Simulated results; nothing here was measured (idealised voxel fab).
This section sets out a process module, namely voxel self aligned contacts.
The width of the displayed cross-section, cut, is 190 nm; its cells are square, with a size of 5 nm.
Format of a cross-section: grid, square cells. Given as bands. Order: top down. Band: one or more rows of cells. Look at the band entry: it leads with the top's height and the bottom's height in nm. Then it lists the materials left to right, with a width in nm for each. The word "edge to edge" on a single material says that material fills the band edge to edge. The word "empty" is empty space. A quick word on heights: they are counted from 0, and under that level the wafer as it came to us is one material throughout. The lowest band is different from the rest in having no bottom; it simply continues downward, written as in "0 and below". Graded width ("30 to 40"): value in top row of band = first number; value in bottom row = second number; row-to-row change constant. It should be understood that the words "nothing different", when stated for a given step, signify that the cross-section underwent no change in any of its cells during that step. Enclosed voids (no open way to top), threshold 8 cells or more, entry "Sealed internal cavities", notation width x height at distance, distance from left edge, nm. On each step's line, the part that comes after the settings is the simulator's own comment on the step. You can add "overlay nm" to a step's line. For a step with a mask, it describes how far the mask lay to the right of its planned position, and a negative number describes a lay to the left.
[The process steps that were planned are listed below]
1,op RECEIVE | material Si
2,op CONFORMAL_DEP | material SiO2 | thk nm 5
3,op DIRECTIONAL_DEP | material polySi | thk nm 20
4,op DIRECTIONAL_DEP | material SiN | thk nm 20
5,op DIRECTIONAL_DEP | material aC | thk nm 15
6,op PATTERN | tone cover | mask id GATE | material resist | width nm 25 | pitch nm 65 | thk nm 35 | overlay nm 0
7,op DIRECTIONAL_ETCH | etch materials aC | depth nm 15
8,op STRIP | etch materials resist
9,op DIRECTIONAL_ETCH | etch materials SiN | depth nm 20
10,op DIRECTIONAL_ETCH | etch materials polySi | depth nm 20
11,op STRIP | etch materials aC
12,op CONFORMAL_DEP | material SiN | thk nm 10
13,op DIRECTIONAL_ETCH | etch materials SiN | depth nm 10
14,op FILL_DEP | material SiO2 | thk nm 20
15,op CMP | height nm 55
16,op PATTERN | tone open | mask id CONTACT | material resist | width nm 50 | pitch nm 65 | thk nm 20 | overlay nm 0
17,op DIRECTIONAL_ETCH | etch materials SiO2 | depth nm 55
18,op STRIP | etch materials resist
19,op CONFORMAL_DEP | material TiN | thk nm 5
20,op FILL_DEP | material Ru | thk nm 5
21,op CMP | height nm 55
22,op CONFORMAL_DEP | material SiCN | thk nm 5
[This is the cross-section of the wafer as we received it, i.e. after step 1]
    0 and below = Si edge to edge
    Sealed internal cavities: none
[Here's the cross-section of the first of our two wafers at the end of the module - it ran as planned]
    60 down to 55 = SiCN edge to edge
    55 down to 45 = 35 nm SiO2 | 5 to 20 nm TiN | 40 to 10 nm Ru | 5 to 20 nm TiN | 15 nm SiO2 | 5 to 20 nm TiN | 40 to 10 nm Ru | 5 to 20 nm TiN | 40 nm SiO2
    45 down to 25 = 5 nm SiO2 | 45 nm SiN | 5 nm TiN | 10 nm Ru | 5 nm TiN | 45 nm SiN | 5 nm TiN | 10 nm Ru | 5 nm TiN | 45 nm SiN | 10 nm SiO2
    25 down to 5 = 5 nm SiO2 | 10 nm SiN | 25 nm polySi | 10 nm SiN | 5 nm TiN | 10 nm Ru | 5 nm TiN | 10 nm SiN | 25 nm polySi | 10 nm SiN | 5 nm TiN | 10 nm Ru | 5 nm TiN | 10 nm SiN | 25 nm polySi | 10 nm SiN | 10 nm SiO2
    5 down to 0 = 50 nm SiO2 | 20 nm TiN | 45 nm SiO2 | 20 nm TiN | 55 nm SiO2
    0 and below = Si edge to edge
    Sealed internal cavities: none
[Second wafer cross-section at end of module - shared start and plan with the first, one mistake in the run]
    60 down to 55 = SiCN edge to edge
    55 down to 45 = 35 nm SiO2 | 5 to 15 nm TiN | 40 to 20 nm Ru | 5 to 15 nm TiN | 15 nm SiO2 | 5 to 15 nm TiN | 40 to 20 nm Ru | 5 to 15 nm TiN | 40 nm SiO2
    45 down to 25 = 10 nm SiO2 | 35 nm SiN | 5 nm TiN | 20 nm Ru | 5 nm TiN | 35 nm SiN | 5 nm TiN | 20 nm Ru | 5 nm TiN | 35 nm SiN | 15 nm SiO2
    25 down to 5 = 10 nm SiO2 | 10 nm SiN | 15 nm polySi | 10 nm SiN | 5 nm TiN | 20 nm Ru | 5 nm TiN | 10 nm SiN | 15 nm polySi | 10 nm SiN | 5 nm TiN | 20 nm Ru | 5 nm TiN | 10 nm SiN | 15 nm polySi | 10 nm SiN | 15 nm SiO2
    5 down to 0 = 45 nm SiO2 | 30 nm TiN | 35 nm SiO2 | 30 nm TiN | 50 nm SiO2
    0 and below = Si edge to edge
    Sealed internal cavities: none
Here's what went sideways: for step 6, the planned setting was not used; the step was instead run as op PATTERN | tone cover | mask id GATE | material resist | width nm 15 | pitch nm 65 | thk nm 35 | overlay nm 0
Materials where the second wafer ends with more or fewer cells than the first: Ru +36; SiN -24; SiO2 +12; polySi -24
